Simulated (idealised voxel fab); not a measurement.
The process module that follows is named voxel spacer lines.
The cross-section shown here is cut; it is 195 nm wide and divided into square cells measuring 5 nm on a side.
How to read a cross-section here: the picture is a grid of square cells, written as bands going from the top down, and any band can span one or more rows of cells.
What a band's entry tells you: where the top is and where the bottom is, as heights in nm, and after that what lies inside, material by material from left to right, each with its width in nm. Empty space is written as the word "air", and a single material marked with the word "everywhere" occupies the band from edge to edge.
Measure heights from 0. That's the level where, below it, the as-received wafer is all one material. The lowest band is bottomless and extends downward; write it as in "from 0 down".
The width entry "30..40" should be interpreted row by row: the top row of cells in the band takes the first number, the bottom row takes the second number, and the change between adjacent rows is uniform throughout.
Step marked "no alterations made"? Then no cell in the cross-section changed in it.
Empty spaces counting at least 8 cells and having no open way to the top are listed in "Internal closed voids". The notation width x height at distance is used for each, the distance being from the left edge and all three values in nm.
Anything after a step's settings on that line? It's the simulator's own note about the step.
"overlay nm", when on a step's line for a step with a mask, measures how far to the right of its planned place the mask lay; a negative measure means to the left.

Below is the list of planned process steps:
1. RECEIVE (material Si)
2. CONFORMAL_DEP (material Al2O3; thk nm 10)
3. DIRECTIONAL_DEP (material W; thk nm 15)
4. DIRECTIONAL_DEP (material polySi; thk nm 25)
5. PATTERN (tone cover; mask id MANDREL; material resist; width nm 20; pitch nm 60; thk nm 30; overlay nm 0)
6. DIRECTIONAL_ETCH (etch materials polySi; depth nm 25)
7. STRIP (etch materials resist)
8. CONFORMAL_DEP (material SiO2; thk nm 10)
9. DIRECTIONAL_ETCH (etch materials SiO2; depth nm 10)
10. STRIP (etch materials polySi)
11. DIRECTIONAL_ETCH (etch materials W; depth nm 15)
12. STRIP (etch materials SiO2)

Cross-section of the wafer upon arrival, representing the state reached after step 1:
  from 0 down = Si everywhere
  Internal closed voids: none

The module was run from the start shown above using the plan shown above, but one mistake was made doing it; the resulting wafer cross-section is below:
  from 15 to 0 = air (15) / W (10) / air (20) / W (10) / air (20) / W (10) / air (20) / W (10) / air (20) / W (10) / air (20) / W (10) / air (20)
  from 0 down = Si everywhere
  Internal closed voids: none
Want to know what went wrong? not run: step 2 of the plan (skipped)
